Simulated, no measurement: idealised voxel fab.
process module | voxel transistor to metal
cross-section cut | 165 nm wide | cells 5 nm
A cross-section is a grid of square cells, given in bands from the top down. A band is one or more rows of cells.
Each band's line starts with the height of the band's top and of its bottom, in nm. Then come its materials from left to right, each with its width in nm. One material with "throughout" fills the band from edge to edge. "air" is empty space.
Height 0 is the level under which the wafer as received is all one material. The lowest band goes on downwards, as in "0 down".
A width such as "30 to 40" changes by the same amount from each row of cells to the next, from the band's top row to its bottom row.
"no change" after a step means that no cell of the cross-section changed.
closed voids: empty space of 8 cells or more with no open way to the top, each as width x height at its distance from the left edge, in nm
after a step's settings: what the simulator itself notes on the step
overlay nm, on a step with a mask: how far to the right of its planned place the mask lay; to the left if negative
plan
1 op RECEIVE | material Si
2 op CONFORMAL_DEP | material SiO2 | thk nm 5
3 op CONFORMAL_DEP | material SiN | thk nm 15
4 op PATTERN | tone cover | mask id ACTIVE | material resist | width nm 95 | thk nm 15 | overlay nm 0
5 op DIRECTIONAL_ETCH | etch materials SiN | depth nm 15
6 op DIRECTIONAL_ETCH | etch materials SiO2 | depth nm 5
7 op DIRECTIONAL_ETCH | etch materials Si | depth nm 35
8 op STRIP | etch materials resist
9 op FILL_DEP | material SiO2 | thk nm 15
10 op CMP | height nm 20
11 op SELECTIVE_ETCH | etch materials SiO2 | depth nm 10
12 op STRIP | etch materials SiN
13 op SELECTIVE_ETCH | etch materials SiO2 | depth nm 5
14 op OXIDIZE | depth nm 5
15 op DIRECTIONAL_DEP | material polySi | thk nm 25
16 op DIRECTIONAL_DEP | material SiCN | thk nm 10
17 op DIRECTIONAL_DEP | material aC | thk nm 15
18 op PATTERN | tone cover | mask id GATE | material resist | width nm 15 | thk nm 30 | overlay nm 0
19 op DIRECTIONAL_ETCH | etch materials aC | depth nm 15
20 op STRIP | etch materials resist
21 op DIRECTIONAL_ETCH | etch materials SiCN | depth nm 20
22 op DIRECTIONAL_ETCH | etch materials polySi | depth nm 35
23 op STRIP | etch materials aC
24 op CONFORMAL_DEP | material SiN | thk nm 10
25 op DIRECTIONAL_ETCH | etch materials SiN | depth nm 10
26 op DIRECTIONAL_ETCH | etch materials SiO2 | depth nm 5
27 op DIRECTIONAL_ETCH | etch materials Si | depth nm 15
28 op EPI | material pSi | thk nm 20
29 op FILL_DEP | material SiO2 | thk nm 5
30 op CMP | height nm 35
31 op DIRECTIONAL_DEP | material SiO2 | thk nm 15
32 op PATTERN | tone open | mask id CONTACT | material resist | width nm 30 | pitch nm 55 | thk nm 15 | overlay nm 0
33 op DIRECTIONAL_ETCH | etch materials SiO2 | depth nm 35
34 op STRIP | etch materials resist
35 op CONFORMAL_DEP | material TiN | thk nm 5
36 op FILL_DEP | material W | thk nm 10
37 op CMP | height nm 50
38 op CONFORMAL_DEP | material SiCN | thk nm 5
39 op DIRECTIONAL_DEP | material SiO2 | thk nm 25
40 op DIRECTIONAL_DEP | material aC | thk nm 10
41 op PATTERN | tone open | mask id METAL_1 | material resist | width nm 20 | pitch nm 65 | thk nm 25 | overlay nm 0
42 op DIRECTIONAL_ETCH | etch materials aC | depth nm 10
43 op STRIP | etch materials resist
44 op DIRECTIONAL_ETCH | etch materials SiO2 | depth nm 25
45 op DIRECTIONAL_ETCH | etch materials SiCN | depth nm 5
46 op STRIP | etch materials aC
47 op CONFORMAL_DEP | material TiN | thk nm 5
48 op FILL_DEP | material Cu | thk nm 5
49 op CMP | height nm 80
50 op CONFORMAL_DEP | material SiCN | thk nm 5
51 op DIRECTIONAL_DEP | material SiO2 | thk nm 30
52 op DIRECTIONAL_DEP | material aC | thk nm 15
53 op PATTERN | tone open | mask id METAL_2 | material resist | width nm 20 | pitch nm 65 | thk nm 35 | overlay nm 0
54 op DIRECTIONAL_ETCH | etch materials aC | depth nm 15
55 op STRIP | etch materials resist
56 op DIRECTIONAL_ETCH | etch materials SiO2 | depth nm 15
57 op STRIP | etch materials aC
58 op MASKED_ETCH | tone open | mask id METAL_2_HOLES | width nm 15 | pitch nm 65 | etch materials SiO2 | depth nm 15 | overlay nm 0
59 op MASKED_ETCH | tone open | mask id METAL_2_HOLES | width nm 15 | pitch nm 65 | etch materials SiCN | depth nm 5 | overlay nm 0
60 op CONFORMAL_DEP | material TiN | thk nm 5
61 op FILL_DEP | material Cu | thk nm 5
62 op CMP | height nm 115
63 op CONFORMAL_DEP | material SiN | thk nm 5
first wafer, as planned
as received, after step 1
  0 down: Si throughout
  closed voids: none
after step 2
  5 to 0: SiO2 throughout
  below 0: unchanged
after step 3
  20 to 5: SiN throughout
  below 5: unchanged
after step 4
  35 to 20: air 35 | resist 95 | air 35
  below 20: unchanged
after step 5
  35 to 20: air 35 | resist 95 | air 35
  20 to 5: air 35 | SiN 95 | air 35
  below 5: unchanged
after step 6
  35 to 20: air 35 | resist 95 | air 35
  20 to 5: air 35 | SiN 95 | air 35
  5 to 0: air 35 | SiO2 95 | air 35
  below 0: unchanged
after step 7
  35 to 20: air 35 | resist 95 | air 35
  20 to 5: air 35 | SiN 95 | air 35
  5 to 0: air 35 | SiO2 95 | air 35
  0 to -35: air 35 | Si 95 | air 35
  below -35: unchanged
after step 8
  20 to 5: air 35 | SiN 95 | air 35
  below 5: unchanged
after step 9
  35 to 20: SiO2 throughout
  20 to 5: SiO2 35 | SiN 95 | SiO2 35
  5 to 0: SiO2 throughout
  0 to -35: SiO2 35 | Si 95 | SiO2 35
  below -35: unchanged
after step 10
  20 to 5: SiO2 35 | SiN 95 | SiO2 35
  below 5: unchanged
after step 11
  20 to 10: air 35 | SiN 95 | air 35
  below 10: unchanged
after step 12
  10 to 5: SiO2 35 | air 95 | SiO2 35
  below 5: unchanged
after step 13
  5 to 0: SiO2 30 | air 105 | SiO2 30
  below 0: unchanged
after step 14
  5 to 0: SiO2 30 | air 105 | SiO2 30
  0 to -5: SiO2 throughout
  below -5: unchanged
after step 15
  30 to 25: polySi 30 | air 105 | polySi 30
  25 to 5: polySi throughout
  5 to 0: SiO2 30 | polySi 105 | SiO2 30
  below 0: unchanged
after step 16
  40 to 35: SiCN 30 | air 105 | SiCN 30
  35 to 30: SiCN throughout
  30 to 25: polySi 30 | SiCN 105 | polySi 30
  below 25: unchanged
after step 17
  55 to 50: aC 30 | air 105 | aC 30
  50 to 40: aC throughout
  40 to 35: SiCN 30 | aC 105 | SiCN 30
  below 35: unchanged
after step 18
  85 to 55: air 75 | resist 15 | air 75
  55 to 50: aC 30 | air 45 | resist 15 | air 45 | aC 30
  below 50: unchanged
after step 19
  70 to 50: air 75 | resist 15 | air 75
  50 to 40: air 75 | aC 15 | air 75
  40 to 35: SiCN 30 | air 45 | aC 15 | air 45 | SiCN 30
  below 35: unchanged
after step 20
  50 to 40: air 75 | aC 15 | air 75
  below 40: unchanged
after step 21
  50 to 35: air 75 | aC 15 | air 75
  35 to 30: air 75 | SiCN 15 | air 75
  30 to 25: polySi 30 | air 45 | SiCN 15 | air 45 | polySi 30
  below 25: unchanged
after step 22
  50 to 35: air 75 | aC 15 | air 75
  35 to 25: air 75 | SiCN 15 | air 75
  25 to 5: air 75 | polySi 15 | air 75
  5 to 0: SiO2 30 | air 45 | polySi 15 | air 45 | SiO2 30
  below 0: unchanged
after step 23
  35 to 25: air 75 | SiCN 15 | air 75
  below 25: unchanged
after step 24
  45 to 35: air 65 | SiN 35 | air 65
  35 to 25: air 65 | SiN 10 | SiCN 15 | SiN 10 | air 65
  25 to 15: air 65 | SiN 10 | polySi 15 | SiN 10 | air 65
  15 to 10: SiN 40 | air 25 | SiN 10 | polySi 15 | SiN 10 | air 25 | SiN 40
  10 to 5: SiN 75 | polySi 15 | SiN 75
  5 to 0: SiO2 30 | SiN 45 | polySi 15 | SiN 45 | SiO2 30
  below 0: unchanged
after step 25
  35 to 25: air 65 | SiN 10 | SiCN 15 | SiN 10 | air 65
  25 to 5: air 65 | SiN 10 | polySi 15 | SiN 10 | air 65
  5 to 0: SiO2 30 | SiN 10 | air 25 | SiN 10 | polySi 15 | SiN 10 | air 25 | SiN 10 | SiO2 30
  below 0: unchanged
after step 26
  35 to 25: air 65 | SiN 10 | SiCN 15 | SiN 10 | air 65
  25 to 5: air 65 | SiN 10 | polySi 15 | SiN 10 | air 65
  5 to 0: air 30 | SiN 10 | air 25 | SiN 10 | polySi 15 | SiN 10 | air 25 | SiN 10 | air 30
  0 to -5: SiO2 40 | air 25 | SiO2 35 | air 25 | SiO2 40
  below -5: unchanged
after step 27
  35 to 25: air 65 | SiN 10 | SiCN 15 | SiN 10 | air 65
  25 to 5: air 65 | SiN 10 | polySi 15 | SiN 10 | air 65
  5 to 0: air 30 | SiN 10 | air 25 | SiN 10 | polySi 15 | SiN 10 | air 25 | SiN 10 | air 30
  0 to -5: SiO2 40 | air 25 | SiO2 35 | air 25 | SiO2 40
  -5 to -20: SiO2 35 | Si 5 | air 25 | Si 35 | air 25 | Si 5 | SiO2 35
  below -20: unchanged
after step 28
  35 to 25: air 65 | SiN 10 | SiCN 15 | SiN 10 | air 65
  25 to 15: air 65 | SiN 10 | polySi 15 | SiN 10 | air 65
  15 to 5: air 30 | pSi 35 | SiN 10 | polySi 15 | SiN 10 | pSi 35 | air 30
  5 to 0: air 30 | SiN 10 | pSi 25 | SiN 10 | polySi 15 | SiN 10 | pSi 25 | SiN 10 | air 30
  0 to -5: SiO2 40 | pSi 25 | SiO2 35 | pSi 25 | SiO2 40
  -5 to -20: SiO2 35 | Si 5 | pSi 25 | Si 35 | pSi 25 | Si 5 | SiO2 35
  below -20: unchanged
after step 29
  40 to 35: SiO2 throughout
  35 to 25: SiO2 65 | SiN 10 | SiCN 15 | SiN 10 | SiO2 65
  25 to 15: SiO2 65 | SiN 10 | polySi 15 | SiN 10 | SiO2 65
  15 to 5: SiO2 30 | pSi 35 | SiN 10 | polySi 15 | SiN 10 | pSi 35 | SiO2 30
  5 to 0: SiO2 30 | SiN 10 | pSi 25 | SiN 10 | polySi 15 | SiN 10 | pSi 25 | SiN 10 | SiO2 30
  below 0: unchanged
after step 30
  35 to 25: SiO2 65 | SiN 10 | SiCN 15 | SiN 10 | SiO2 65
  below 25: unchanged
after step 31
  50 to 35: SiO2 throughout
  below 35: unchanged
after step 32
  65 to 50: resist 40 | air 30 | resist 25 | air 30 | resist 40
  below 50: unchanged
after step 33
  65 to 50: resist 40 | air 30 | resist 25 | air 30 | resist 40
  50 to 35: SiO2 40 | air 30 | SiO2 25 | air 30 | SiO2 40
  35 to 25: SiO2 40 | air 25 | SiN 10 | SiCN 15 | SiN 10 | air 25 | SiO2 40
  25 to 15: SiO2 40 | air 25 | SiN 10 | polySi 15 | SiN 10 | air 25 | SiO2 40
  below 15: unchanged
after step 34
  50 to 35: SiO2 40 | air 30 | SiO2 25 | air 30 | SiO2 40
  below 35: unchanged
after step 35
  55 to 50: TiN 45 | air 20 | TiN 35 | air 20 | TiN 45
  50 to 40: SiO2 40 | TiN 5 | air 20 | TiN 5 | SiO2 25 | TiN 5 | air 20 | TiN 5 | SiO2 40
  40 to 35: SiO2 40 | TiN 5 | air 15 | TiN 10 | SiO2 25 | TiN 10 | air 15 | TiN 5 | SiO2 40
  35 to 25: SiO2 40 | TiN 5 | air 15 | TiN 5 | SiN 10 | SiCN 15 | SiN 10 | TiN 5 | air 15 | TiN 5 | SiO2 40
  25 to 20: SiO2 40 | TiN 5 | air 15 | TiN 5 | SiN 10 | polySi 15 | SiN 10 | TiN 5 | air 15 | TiN 5 | SiO2 40
  20 to 15: SiO2 40 | TiN 25 | SiN 10 | polySi 15 | SiN 10 | TiN 25 | SiO2 40
  below 15: unchanged
after step 36
  65 to 55: W throughout
  55 to 50: TiN 45 | W 20 | TiN 35 | W 20 | TiN 45
  50 to 40: SiO2 40 | TiN 5 | W 20 | TiN 5 | SiO2 25 | TiN 5 | W 20 | TiN 5 | SiO2 40
  40 to 35: SiO2 40 | TiN 5 | W 15 | TiN 10 | SiO2 25 | TiN 10 | W 15 | TiN 5 | SiO2 40
  35 to 25: SiO2 40 | TiN 5 | W 15 | TiN 5 | SiN 10 | SiCN 15 | SiN 10 | TiN 5 | W 15 | TiN 5 | SiO2 40
  25 to 20: SiO2 40 | TiN 5 | W 15 | TiN 5 | SiN 10 | polySi 15 | SiN 10 | TiN 5 | W 15 | TiN 5 | SiO2 40
  below 20: unchanged
after step 37
  50 to 40: SiO2 40 | TiN 5 | W 20 | TiN 5 | SiO2 25 | TiN 5 | W 20 | TiN 5 | SiO2 40
  below 40: unchanged
after step 38
  55 to 50: SiCN throughout
  below 50: unchanged
after step 39
  80 to 55: SiO2 throughout
  below 55: unchanged
after step 40
  90 to 80: aC throughout
  below 80: unchanged
after step 41
  115 to 90: resist 40 | air 20 | resist 45 | air 20 | resist 40
  below 90: unchanged
after step 42
  105 to 90: resist 40 | air 20 | resist 45 | air 20 | resist 40
  90 to 80: aC 40 | air 20 | aC 45 | air 20 | aC 40
  below 80: unchanged
after step 43
  90 to 80: aC 40 | air 20 | aC 45 | air 20 | aC 40
  below 80: unchanged
after step 44
  90 to 80: aC 40 | air 20 | aC 45 | air 20 | aC 40
  80 to 55: SiO2 40 | air 20 | SiO2 45 | air 20 | SiO2 40
  below 55: unchanged
after step 45
  90 to 80: aC 40 | air 20 | aC 45 | air 20 | aC 40
  80 to 55: SiO2 40 | air 20 | SiO2 45 | air 20 | SiO2 40
  55 to 50: SiCN 40 | air 20 | SiCN 45 | air 20 | SiCN 40
  below 50: unchanged
after step 46
  80 to 55: SiO2 40 | air 20 | SiO2 45 | air 20 | SiO2 40
  below 55: unchanged
after step 47
  85 to 80: TiN 45 | air 10 | TiN 55 | air 10 | TiN 45
  80 to 55: SiO2 40 | TiN 5 | air 10 | TiN 5 | SiO2 45 | TiN 5 | air 10 | TiN 5 | SiO2 40
  55 to 50: SiCN 40 | TiN 20 | SiCN 45 | TiN 20 | SiCN 40
  below 50: unchanged
after step 48
  90 to 85: Cu throughout
  85 to 80: TiN 45 | Cu 10 | TiN 55 | Cu 10 | TiN 45
  80 to 55: SiO2 40 | TiN 5 | Cu 10 | TiN 5 | SiO2 45 | TiN 5 | Cu 10 | TiN 5 | SiO2 40
  below 55: unchanged
after step 49
  80 to 55: SiO2 40 | TiN 5 | Cu 10 | TiN 5 | SiO2 45 | TiN 5 | Cu 10 | TiN 5 | SiO2 40
  below 55: unchanged
after step 50
  85 to 80: SiCN throughout
  below 80: unchanged
after step 51
  115 to 85: SiO2 throughout
  below 85: unchanged
after step 52
  130 to 115: aC throughout
  below 115: unchanged
after step 53
  165 to 130: resist 40 | air 20 | resist 45 | air 20 | resist 40
  below 130: unchanged
after step 54
  150 to 130: resist 40 | air 20 | resist 45 | air 20 | resist 40
  130 to 115: aC 40 | air 20 | aC 45 | air 20 | aC 40
  below 115: unchanged
after step 55
  130 to 115: aC 40 | air 20 | aC 45 | air 20 | aC 40
  below 115: unchanged
after step 56
  130 to 115: aC 40 | air 20 | aC 45 | air 20 | aC 40
  115 to 100: SiO2 40 | air 20 | SiO2 45 | air 20 | SiO2 40
  below 100: unchanged
after step 57
  115 to 100: SiO2 40 | air 20 | SiO2 45 | air 20 | SiO2 40
  below 100: unchanged
after step 58
  115 to 100: SiO2 40 | air 20 | SiO2 45 | air 20 | SiO2 40
  100 to 85: SiO2 40 | air 15 | SiO2 50 | air 15 | SiO2 45
  below 85: unchanged
after step 59
  115 to 100: SiO2 40 | air 20 | SiO2 45 | air 20 | SiO2 40
  100 to 85: SiO2 40 | air 15 | SiO2 50 | air 15 | SiO2 45
  85 to 80: SiCN 40 | air 15 | SiCN 50 | air 15 | SiCN 45
  below 80: unchanged
after step 60
  120 to 115: TiN 45 | air 10 | TiN 55 | air 10 | TiN 45
  115 to 105: SiO2 40 | TiN 5 | air 10 | TiN 5 | SiO2 45 | TiN 5 | air 10 | TiN 5 | SiO2 40
  105 to 100: SiO2 40 | TiN 5 | air 5 | TiN 10 | SiO2 45 | TiN 5 | air 5 | TiN 10 | SiO2 40
  100 to 85: SiO2 40 | TiN 5 | air 5 | TiN 5 | SiO2 50 | TiN 5 | air 5 | TiN 5 | SiO2 45
  85 to 80: SiCN 40 | TiN 15 | SiCN 50 | TiN 15 | SiCN 45
  below 80: unchanged
after step 61
  125 to 120: Cu throughout
  120 to 115: TiN 45 | Cu 10 | TiN 55 | Cu 10 | TiN 45
  115 to 105: SiO2 40 | TiN 5 | Cu 10 | TiN 5 | SiO2 45 | TiN 5 | Cu 10 | TiN 5 | SiO2 40
  105 to 100: SiO2 40 | TiN 5 | Cu 5 | TiN 10 | SiO2 45 | TiN 5 | Cu 5 | TiN 10 | SiO2 40
  100 to 85: SiO2 40 | TiN 5 | Cu 5 | TiN 5 | SiO2 50 | TiN 5 | Cu 5 | TiN 5 | SiO2 45
  below 85: unchanged
after step 62
  115 to 105: SiO2 40 | TiN 5 | Cu 10 | TiN 5 | SiO2 45 | TiN 5 | Cu 10 | TiN 5 | SiO2 40
  below 105: unchanged
after step 63
  120 to 115: SiN throughout
  below 115: unchanged
second wafer: like start, like plan, one mistake. Through step 14 it matches the first wafer
when step 15 should have ended
  25 to 20: polySi 30 | air 105 | polySi 30
  20 to 5: polySi throughout
  5 to 0: SiO2 30 | polySi 105 | SiO2 30
  below 0: unchanged
when step 16 should have ended
  35 to 30: SiCN 30 | air 105 | SiCN 30
  30 to 25: SiCN throughout
  25 to 20: polySi 30 | SiCN 105 | polySi 30
  below 20: unchanged
when step 17 should have ended
  50 to 45: aC 30 | air 105 | aC 30
  45 to 35: aC throughout
  35 to 30: SiCN 30 | aC 105 | SiCN 30
  below 30: unchanged
when step 18 should have ended
  80 to 50: air 75 | resist 15 | air 75
  50 to 45: aC 30 | air 45 | resist 15 | air 45 | aC 30
  below 45: unchanged
when step 19 should have ended
  65 to 45: air 75 | resist 15 | air 75
  45 to 35: air 75 | aC 15 | air 75
  35 to 30: SiCN 30 | air 45 | aC 15 | air 45 | SiCN 30
  below 30: unchanged
when step 20 should have ended
  45 to 35: air 75 | aC 15 | air 75
  below 35: unchanged
when step 21 should have ended
  45 to 30: air 75 | aC 15 | air 75
  30 to 25: air 75 | SiCN 15 | air 75
  25 to 20: polySi 30 | air 45 | SiCN 15 | air 45 | polySi 30
  below 20: unchanged
when step 22 should have ended
  45 to 30: air 75 | aC 15 | air 75
  30 to 20: air 75 | SiCN 15 | air 75
  20 to 5: air 75 | polySi 15 | air 75
  5 to 0: SiO2 30 | air 45 | polySi 15 | air 45 | SiO2 30
  below 0: unchanged
when step 23 should have ended
  30 to 20: air 75 | SiCN 15 | air 75
  below 20: unchanged
when step 24 should have ended
  40 to 30: air 65 | SiN 35 | air 65
  30 to 20: air 65 | SiN 10 | SiCN 15 | SiN 10 | air 65
  20 to 15: air 65 | SiN 10 | polySi 15 | SiN 10 | air 65
  15 to 10: SiN 40 | air 25 | SiN 10 | polySi 15 | SiN 10 | air 25 | SiN 40
  10 to 5: SiN 75 | polySi 15 | SiN 75
  5 to 0: SiO2 30 | SiN 45 | polySi 15 | SiN 45 | SiO2 30
  below 0: unchanged
when step 25 should have ended
  30 to 20: air 65 | SiN 10 | SiCN 15 | SiN 10 | air 65
  20 to 5: air 65 | SiN 10 | polySi 15 | SiN 10 | air 65
  5 to 0: SiO2 30 | SiN 10 | air 25 | SiN 10 | polySi 15 | SiN 10 | air 25 | SiN 10 | SiO2 30
  below 0: unchanged
when step 26 should have ended
  30 to 20: air 65 | SiN 10 | SiCN 15 | SiN 10 | air 65
  20 to 5: air 65 | SiN 10 | polySi 15 | SiN 10 | air 65
  5 to 0: air 30 | SiN 10 | air 25 | SiN 10 | polySi 15 | SiN 10 | air 25 | SiN 10 | air 30
  0 to -5: SiO2 40 | air 25 | SiO2 35 | air 25 | SiO2 40
  below -5: unchanged
when step 27 should have ended
  30 to 20: air 65 | SiN 10 | SiCN 15 | SiN 10 | air 65
  20 to 5: air 65 | SiN 10 | polySi 15 | SiN 10 | air 65
  5 to 0: air 30 | SiN 10 | air 25 | SiN 10 | polySi 15 | SiN 10 | air 25 | SiN 10 | air 30
  0 to -5: SiO2 40 | air 25 | SiO2 35 | air 25 | SiO2 40
  -5 to -20: SiO2 35 | Si 5 | air 25 | Si 35 | air 25 | Si 5 | SiO2 35
  below -20: unchanged
when step 28 should have ended
  30 to 20: air 65 | SiN 10 | SiCN 15 | SiN 10 | air 65
  20 to 15: air 65 | SiN 10 | polySi 15 | SiN 10 | air 65
  15 to 5: air 30 | pSi 35 | SiN 10 | polySi 15 | SiN 10 | pSi 35 | air 30
  5 to 0: air 30 | SiN 10 | pSi 25 | SiN 10 | polySi 15 | SiN 10 | pSi 25 | SiN 10 | air 30
  0 to -5: SiO2 40 | pSi 25 | SiO2 35 | pSi 25 | SiO2 40
  -5 to -20: SiO2 35 | Si 5 | pSi 25 | Si 35 | pSi 25 | Si 5 | SiO2 35
  below -20: unchanged
when step 29 should have ended
  35 to 30: SiO2 throughout
  30 to 20: SiO2 65 | SiN 10 | SiCN 15 | SiN 10 | SiO2 65
  20 to 15: SiO2 65 | SiN 10 | polySi 15 | SiN 10 | SiO2 65
  15 to 5: SiO2 30 | pSi 35 | SiN 10 | polySi 15 | SiN 10 | pSi 35 | SiO2 30
  5 to 0: SiO2 30 | SiN 10 | pSi 25 | SiN 10 | polySi 15 | SiN 10 | pSi 25 | SiN 10 | SiO2 30
  below 0: unchanged
when step 30 should have ended: no change
when step 31 should have ended
  50 to 30: SiO2 throughout
  below 30: unchanged
when step 32 should have ended
  65 to 50: resist 40 | air 30 | resist 25 | air 30 | resist 40
  below 50: unchanged
when step 33 should have ended
  65 to 50: resist 40 | air 30 | resist 25 | air 30 | resist 40
  50 to 30: SiO2 40 | air 30 | SiO2 25 | air 30 | SiO2 40
  30 to 20: SiO2 40 | air 25 | SiN 10 | SiCN 15 | SiN 10 | air 25 | SiO2 40
  20 to 15: SiO2 40 | air 25 | SiN 10 | polySi 15 | SiN 10 | air 25 | SiO2 40
  below 15: unchanged
when step 34 should have ended
  50 to 30: SiO2 40 | air 30 | SiO2 25 | air 30 | SiO2 40
  below 30: unchanged
when step 35 should have ended
  55 to 50: TiN 45 | air 20 | TiN 35 | air 20 | TiN 45
  50 to 35: SiO2 40 | TiN 5 | air 20 | TiN 5 | SiO2 25 | TiN 5 | air 20 | TiN 5 | SiO2 40
  35 to 30: SiO2 40 | TiN 5 | air 15 | TiN 10 | SiO2 25 | TiN 10 | air 15 | TiN 5 | SiO2 40
  30 to 20: SiO2 40 | TiN 5 | air 15 | TiN 5 | SiN 10 | SiCN 15 | SiN 10 | TiN 5 | air 15 | TiN 5 | SiO2 40
  20 to 15: SiO2 40 | TiN 25 | SiN 10 | polySi 15 | SiN 10 | TiN 25 | SiO2 40
  below 15: unchanged
when step 36 should have ended
  65 to 55: W throughout
  55 to 50: TiN 45 | W 20 | TiN 35 | W 20 | TiN 45
  50 to 35: SiO2 40 | TiN 5 | W 20 | TiN 5 | SiO2 25 | TiN 5 | W 20 | TiN 5 | SiO2 40
  35 to 30: SiO2 40 | TiN 5 | W 15 | TiN 10 | SiO2 25 | TiN 10 | W 15 | TiN 5 | SiO2 40
  30 to 20: SiO2 40 | TiN 5 | W 15 | TiN 5 | SiN 10 | SiCN 15 | SiN 10 | TiN 5 | W 15 | TiN 5 | SiO2 40
  below 20: unchanged
when step 37 should have ended
  50 to 35: SiO2 40 | TiN 5 | W 20 | TiN 5 | SiO2 25 | TiN 5 | W 20 | TiN 5 | SiO2 40
  below 35: unchanged
when step 38 should have ended
  55 to 50: SiCN throughout
  below 50: unchanged
when step 39 should have ended
  80 to 55: SiO2 throughout
  below 55: unchanged
when step 40 should have ended
  90 to 80: aC throughout
  below 80: unchanged
when step 41 should have ended
  115 to 90: resist 40 | air 20 | resist 45 | air 20 | resist 40
  below 90: unchanged
when step 42 should have ended
  105 to 90: resist 40 | air 20 | resist 45 | air 20 | resist 40
  90 to 80: aC 40 | air 20 | aC 45 | air 20 | aC 40
  below 80: unchanged
when step 43 should have ended
  90 to 80: aC 40 | air 20 | aC 45 | air 20 | aC 40
  below 80: unchanged
when step 44 should have ended
  90 to 80: aC 40 | air 20 | aC 45 | air 20 | aC 40
  80 to 55: SiO2 40 | air 20 | SiO2 45 | air 20 | SiO2 40
  below 55: unchanged
when step 45 should have ended
  90 to 80: aC 40 | air 20 | aC 45 | air 20 | aC 40
  80 to 55: SiO2 40 | air 20 | SiO2 45 | air 20 | SiO2 40
  55 to 50: SiCN 40 | air 20 | SiCN 45 | air 20 | SiCN 40
  below 50: unchanged
when step 46 should have ended
  80 to 55: SiO2 40 | air 20 | SiO2 45 | air 20 | SiO2 40
  below 55: unchanged
when step 47 should have ended
  85 to 80: TiN 45 | air 10 | TiN 55 | air 10 | TiN 45
  80 to 55: SiO2 40 | TiN 5 | air 10 | TiN 5 | SiO2 45 | TiN 5 | air 10 | TiN 5 | SiO2 40
  55 to 50: SiCN 40 | TiN 20 | SiCN 45 | TiN 20 | SiCN 40
  below 50: unchanged
when step 48 should have ended
  90 to 85: Cu throughout
  85 to 80: TiN 45 | Cu 10 | TiN 55 | Cu 10 | TiN 45
  80 to 55: SiO2 40 | TiN 5 | Cu 10 | TiN 5 | SiO2 45 | TiN 5 | Cu 10 | TiN 5 | SiO2 40
  below 55: unchanged
when step 49 should have ended
  80 to 55: SiO2 40 | TiN 5 | Cu 10 | TiN 5 | SiO2 45 | TiN 5 | Cu 10 | TiN 5 | SiO2 40
  below 55: unchanged
when step 50 should have ended
  85 to 80: SiCN throughout
  below 80: unchanged
when step 51 should have ended
  115 to 85: SiO2 throughout
  below 85: unchanged
when step 52 should have ended
  130 to 115: aC throughout
  below 115: unchanged
when step 53 should have ended
  165 to 130: resist 40 | air 20 | resist 45 | air 20 | resist 40
  below 130: unchanged
when step 54 should have ended
  150 to 130: resist 40 | air 20 | resist 45 | air 20 | resist 40
  130 to 115: aC 40 | air 20 | aC 45 | air 20 | aC 40
  below 115: unchanged
when step 55 should have ended
  130 to 115: aC 40 | air 20 | aC 45 | air 20 | aC 40
  below 115: unchanged
when step 56 should have ended
  130 to 115: aC 40 | air 20 | aC 45 | air 20 | aC 40
  115 to 100: SiO2 40 | air 20 | SiO2 45 | air 20 | SiO2 40
  below 100: unchanged
when step 57 should have ended
  115 to 100: SiO2 40 | air 20 | SiO2 45 | air 20 | SiO2 40
  below 100: unchanged
when step 58 should have ended
  115 to 100: SiO2 40 | air 20 | SiO2 45 | air 20 | SiO2 40
  100 to 85: SiO2 40 | air 15 | SiO2 50 | air 15 | SiO2 45
  below 85: unchanged
when step 59 should have ended
  115 to 100: SiO2 40 | air 20 | SiO2 45 | air 20 | SiO2 40
  100 to 85: SiO2 40 | air 15 | SiO2 50 | air 15 | SiO2 45
  85 to 80: SiCN 40 | air 15 | SiCN 50 | air 15 | SiCN 45
  below 80: unchanged
when step 60 should have ended
  120 to 115: TiN 45 | air 10 | TiN 55 | air 10 | TiN 45
  115 to 105: SiO2 40 | TiN 5 | air 10 | TiN 5 | SiO2 45 | TiN 5 | air 10 | TiN 5 | SiO2 40
  105 to 100: SiO2 40 | TiN 5 | air 5 | TiN 10 | SiO2 45 | TiN 5 | air 5 | TiN 10 | SiO2 40
  100 to 85: SiO2 40 | TiN 5 | air 5 | TiN 5 | SiO2 50 | TiN 5 | air 5 | TiN 5 | SiO2 45
  85 to 80: SiCN 40 | TiN 15 | SiCN 50 | TiN 15 | SiCN 45
  below 80: unchanged
when step 61 should have ended
  125 to 120: Cu throughout
  120 to 115: TiN 45 | Cu 10 | TiN 55 | Cu 10 | TiN 45
  115 to 105: SiO2 40 | TiN 5 | Cu 10 | TiN 5 | SiO2 45 | TiN 5 | Cu 10 | TiN 5 | SiO2 40
  105 to 100: SiO2 40 | TiN 5 | Cu 5 | TiN 10 | SiO2 45 | TiN 5 | Cu 5 | TiN 10 | SiO2 40
  100 to 85: SiO2 40 | TiN 5 | Cu 5 | TiN 5 | SiO2 50 | TiN 5 | Cu 5 | TiN 5 | SiO2 45
  below 85: unchanged
when step 62 should have ended
  115 to 105: SiO2 40 | TiN 5 | Cu 10 | TiN 5 | SiO2 45 | TiN 5 | Cu 10 | TiN 5 | SiO2 40
  below 105: unchanged
when step 63 should have ended
  120 to 115: SiN throughout
  below 115: unchanged
what went wrong: step 15 ran as: op DIRECTIONAL_DEP | material polySi | thk nm 20
at the end the second wafer has, in cells: 4 fewer of SiN | 5 more of SiO2 | 2 more of W | 3 fewer of polySi
